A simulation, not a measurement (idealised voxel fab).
A process module follows: voxel ribs on slabs.
For reference, the cross-section in this document is cut, with width 185 nm and square cells of 5 nm.
In what follows, cross-sections appear as grids of square cells, described through bands that run from the top down, where every band is one or more rows of cells. Each band's line starts with the height of the band's top and of its bottom, in nm. Then come its materials from left to right, each with its width in nm. One material with "everywhere" fills the band from edge to edge. "air" is empty space. For the purposes of this specification, 0 denotes the height below which the wafer in its as-received condition is composed wholly of one material, and the lowermost band, lacking a lower limit, extends downward without end, as expressed in "top 0, no bottom". You'd read "30 to 40" like this: the band's top row of cells is as wide as the first number, its bottom row is as wide as the second, and going down, every row changes width by the same amount as the row before did. It should be understood that the words "left unchanged", when stated for a given step, signify that the cross-section underwent no change in any of its cells during that step. The entry "Enclosed void catalog" lists the empty spaces that cover at least 8 cells and have no open path to the top. Each is written as width x height at distance, where the distance is measured from the left edge and all three values are in nm. Heads up: the bit after the settings on a step's line is the simulator's remark on that step. Steps that use a mask can have "overlay nm" on their line. It says how far the mask sat to the right of where it was meant to be. Negative means to the left.

### So here's the lineup of process steps we planned
1: RECEIVE: material Si
2: DIRECTIONAL_DEP: material SiO2, thk nm 20
3: DIRECTIONAL_DEP: material polySi, thk nm 25
4: MASKED_ETCH: tone cover, mask id RIB, width nm 30, etch materials polySi, depth nm 20, overlay nm 0
5: PATTERN: tone cover, mask id SLAB, material resist, width nm 80, thk nm 20, overlay nm 0
6: DIRECTIONAL_ETCH: etch materials polySi, depth nm 5
7: STRIP: etch materials resist
8: FILL_DEP: material SiO2, thk nm 20
9: CMP: height nm 60
10: DIRECTIONAL_DEP: material TiN, thk nm 5
11: MASKED_ETCH: tone cover, mask id HEATER, width nm 40, etch materials TiN, depth nm 5, overlay nm 0
12: CONFORMAL_DEP: material SiN, thk nm 5

### Shown in cross-section is the wafer as received, that is, as it stands after step 1
> top 0, no bottom = Si everywhere
> Enclosed void catalog: none

### The cross-section shown corresponds to the wafer at the conclusion of the module. The initial structure and the process plan are those presented above; however, one mistake occurred in executing the plan
> top 65, bottom 60 = 70 air; 40 TiN; 75 air
> top 60, bottom 45 = SiO2 everywhere
> top 45, bottom 25 = 75 SiO2; 30 polySi; 80 SiO2
> top 25, bottom 20 = 50 SiO2; 80 polySi; 55 SiO2
> top 20, bottom 0 = SiO2 everywhere
> top 0, no bottom = Si everywhere
> Enclosed void catalog: none
Want to know what went wrong? the run left out plan step 12 entirely, so it was never executed
